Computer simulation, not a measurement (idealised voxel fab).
Module name: voxel trench capacitor (process module)
Displayed cross-section: cut, width of 285 nm, square cells sized 5 nm.
A cross-section in this document is a grid of square cells, and it is written down as bands, the top band listed before the ones below it; a band is made up of one or more rows of cells. First you get the band's top height and its bottom height, in nm, and then the materials it's made of, left to right, with each width in nm. If you see a single material with "everywhere", that one covers the band edge to edge. "blank" is empty space. The reference from which all heights are counted is 0, the level beneath which the as-received wafer is entirely one material; the lowest band, having no lower bound, proceeds downward and is written after the example "0 nm and below". You'd read "30..40" like this: the band's top row of cells is as wide as the first number, its bottom row is as wide as the second, and going down, every row changes width by the same amount as the row before did. Reading "all unchanged" for a step: not a cell of the cross-section changed in it. Empty spaces without an open route to the top, at least 8 cells in extent, make up the entry "Completely sealed voids"; each is given as width x height at distance, where the distance is measured from the left edge, and all are in nm. If you see something after the settings on a step's line, that's the simulator's own remark about that step. When a step includes a mask, the "overlay nm" setting on its line states how far to the right of its planned place that mask lay, and negative values state how far to the left.

These are the steps we planned for the process
1: RECEIVE | material Si
2: CONFORMAL_DEP | material SiN | thk nm 5
3: MASKED_ETCH | tone open | mask id TRENCH | width nm 30 | pitch nm 50 | etch materials SiN | depth nm 5 | overlay nm 0
4: MASKED_ETCH | tone open | mask id TRENCH | width nm 30 | pitch nm 50 | etch materials Si | depth nm 25 | overlay nm 0
5: CONFORMAL_DEP | material HfO2 | thk nm 5
6: CONFORMAL_DEP | material TiN | thk nm 5
7: FILL_DEP | material W | thk nm 5
8: CMP | height nm 5

Cross-sectional view of the wafer in its as-received condition, corresponding to the state after step 1
* 0 nm and below | Si everywhere
* Completely sealed voids: none

This is how the wafer looks in cross-section once the module is done, given the starting state and plan above and one mistake in carrying the plan out
* 5 nm to 0 nm | SiN (100), then HfO2 (5), then TiN (5), then W (10), then TiN (5), then HfO2 (5), then SiN (20), then HfO2 (5), then TiN (5), then W (10), then TiN (5), then HfO2 (5), then SiN (105)
* 0 nm to -40 nm | Si (100), then HfO2 (5), then TiN (5), then W (10), then TiN (5), then HfO2 (5), then Si (20), then HfO2 (5), then TiN (5), then W (10), then TiN (5), then HfO2 (5), then Si (105)
* -40 nm to -45 nm | Si (100), then HfO2 (5), then TiN (20), then HfO2 (5), then Si (20), then HfO2 (5), then TiN (20), then HfO2 (5), then Si (105)
* -45 nm to -50 nm | Si (100), then HfO2 (30), then Si (20), then HfO2 (30), then Si (105)
* -50 nm and below | Si everywhere
* Completely sealed voids: none
What broke from the plan during processing? step 4 of the plan was twice carried out
